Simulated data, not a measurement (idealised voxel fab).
process module | voxel spacer lines
cross-section cut | 175 nm wide | cells 5 nm
A cross-section is a grid of square cells, given in bands from the top down. A band is one or more rows of cells.
Each band's line starts with the height of the band's top and of its bottom, in nm. Then come its materials from left to right, each with its width in nm. One material with "throughout" fills the band from edge to edge. "air" is empty space.
Height 0 is the level under which the wafer as received is all one material. The lowest band goes on downwards, as in "0 down".
A width such as "30 to 40" changes by the same amount from each row of cells to the next, from the band's top row to its bottom row.
"no change" after a step means that no cell of the cross-section changed.
closed voids: empty space of 8 cells or more with no open way to the top, each as width x height at its distance from the left edge, in nm
after a step's settings: what the simulator itself notes on the step
overlay nm, on a step with a mask: how far to the right of its planned place the mask lay; to the left if negative
plan
1 op RECEIVE | material Si
2 op CONFORMAL_DEP | material Al2O3 | thk nm 5
3 op DIRECTIONAL_DEP | material W | thk nm 15
4 op DIRECTIONAL_DEP | material aC | thk nm 30
5 op PATTERN | tone cover | mask id MANDREL | material resist | width nm 20 | pitch nm 70 | thk nm 35 | overlay nm 0
6 op DIRECTIONAL_ETCH | etch materials aC | depth nm 30
7 op STRIP | etch materials resist
8 op CONFORMAL_DEP | material SiN | thk nm 15
9 op DIRECTIONAL_ETCH | etch materials SiN | depth nm 15
10 op STRIP | etch materials aC
11 op DIRECTIONAL_ETCH | etch materials W | depth nm 15
12 op STRIP | etch materials SiN
13 op FILL_DEP | material SiO2 | thk nm 5
14 op CMP | height nm 20
as received, after step 1
  0 down: Si throughout
  closed voids: none
first wafer at the end, as planned
  20 to 5: SiO2 25 | W 15 | SiO2 20 | W 15 | SiO2 20 | W 15 | SiO2 20 | W 15 | SiO2 30
  5 to 0: Al2O3 throughout
  0 down: Si throughout
  closed voids: none
second wafer at the end: like start, like plan, one mistake
  20 to 15: SiO2 throughout
  15 to 0: SiO2 25 | W 15 | SiO2 20 | W 15 | SiO2 20 | W 15 | SiO2 20 | W 15 | SiO2 30
  0 down: Si throughout
  closed voids: none
what went wrong: step 2 was left out
at the end the second wafer has, in cells: 35 fewer of Al2O3 | 35 more of SiO2
